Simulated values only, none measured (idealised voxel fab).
Process module, titled voxel released beams
We display cut, a cross-section 185 nm in width whose square cells are each 5 nm.
Each cross-section below is a grid of square cells, stated as bands in top-down order, with one or more rows of cells making up each band.
The band entry comprises the height of the band's top followed by the height of its bottom, expressed in nm, and subsequently the band's materials from left to right, each stated together with its width in nm. Where a single material is marked with the word "edge to edge", that material fills the band from edge to edge. The word "blank" represents empty space.
We count height from 0. Below that, the starting wafer is all one material. The lowest band never ends at the bottom but goes on down; see "0 -> down" for how that is written.
The expression "30..40" gives the width at the extremes of the band, the first number at its top row of cells and the second at its bottom row, with the width changing by equal amounts from each row to the next in between.
Where a step carries "no modifications", the cross-section came out of it unchanged, cell for cell.
In the "Unvented cavities" entry, you get each enclosed empty space of 8 cells or more, one with no open way to the top, written width x height at distance, distance from the left edge, in nm.
The remark found on a step's line after its settings is issued by the simulator itself and pertains to that step.
"overlay nm" on a masked step: distance the mask lay right of its planned place, negative for left.
[Planned process steps]
1 RECEIVE, material Si
2 CONFORMAL_DEP, material SiN, thk nm 10
3 DIRECTIONAL_DEP, material SiO2, thk nm 10
4 PATTERN, tone open, mask id ANCHOR, material resist, width nm 25, thk nm 15, overlay nm 0
5 DIRECTIONAL_ETCH, etch materials SiO2, depth nm 10
6 STRIP, etch materials resist
7 CONFORMAL_DEP, material TiN, thk nm 10
8 MASKED_ETCH, tone cover, mask id BEAM, width nm 95, etch materials TiN, depth nm 10, overlay nm 0
9 STRIP, etch materials SiO2
[Concerning the first of two wafers, which was run in accordance with the plan]
[Cross-section of the wafer upon arrival, representing the state reached after step 1]
* 0 -> down  Si edge to edge
* Unvented cavities: none
[After step 2: wafer cross-section]
* 10 -> 0  SiN edge to edge
* Below a height of 0, the structure has not been altered.
[After step 3: wafer cross-section]
* 20 -> 10  SiO2 edge to edge
* Below a height of 10, the structure has not been altered.
[After step 4: wafer cross-section]
* 35 -> 20  45 of resist, then 25 of blank, then 115 of resist
* Below a height of 20, the structure has not been altered.
[After step 5: wafer cross-section]
* 35 -> 20  45 of resist, then 25 of blank, then 115 of resist
* 20 -> 10  45 of SiO2, then 25 of blank, then 115 of SiO2
* Below a height of 10, the structure has not been altered.
[After step 6: wafer cross-section]
* 20 -> 10  45 of SiO2, then 25 of blank, then 115 of SiO2
* Below a height of 10, the structure has not been altered.
[After step 7: wafer cross-section]
* 30 -> 20  55 of TiN, then 5 of blank, then 125 of TiN
* 20 -> 10  45 of SiO2, then 25 of TiN, then 115 of SiO2
* Below a height of 10, the structure has not been altered.
[After step 8: wafer cross-section]
* 30 -> 20  40 of blank, then 15 of TiN, then 5 of blank, then 75 of TiN, then 50 of blank
* Below a height of 20, the structure has not been altered.
[After step 9: wafer cross-section]
* 30 -> 20  40 of blank, then 15 of TiN, then 5 of blank, then 75 of TiN, then 50 of blank
* 20 -> 10  45 of blank, then 25 of TiN, then 115 of blank
* Below a height of 10, the structure has not been altered.
[Okay, second wafer. Nothing different at the start, nothing different in the plan, just one mistake somewhere in the running. As far as step 2, counting that step, it's the first wafer all over again]
[The second wafer in cross-section, at the planned close of step 3]
* 20 -> 10  TiN edge to edge
* Below a height of 10, the structure has not been altered.
[The second wafer in cross-section, at the planned close of step 4]
* 35 -> 20  45 of resist, then 25 of blank, then 115 of resist
* Below a height of 20, the structure has not been altered.
The second wafer in cross-section, at the planned close of step 5: no modifications
[The second wafer in cross-section, at the planned close of step 6]
* 20 -> 10  TiN edge to edge
* Below a height of 10, the structure has not been altered.
[The second wafer in cross-section, at the planned close of step 7]
* 30 -> 10  TiN edge to edge
* Below a height of 10, the structure has not been altered.
[The second wafer in cross-section, at the planned close of step 8]
* 30 -> 20  40 of blank, then 95 of TiN, then 50 of blank
* Below a height of 20, the structure has not been altered.
The second wafer in cross-section, at the planned close of step 9: no modifications
Misprocessing identified: step 3 was not run as planned; what actually ran was DIRECTIONAL_DEP, material TiN, thk nm 10
The second wafer ends with more or fewer cells of some materials than the first, per final count: +66 TiN
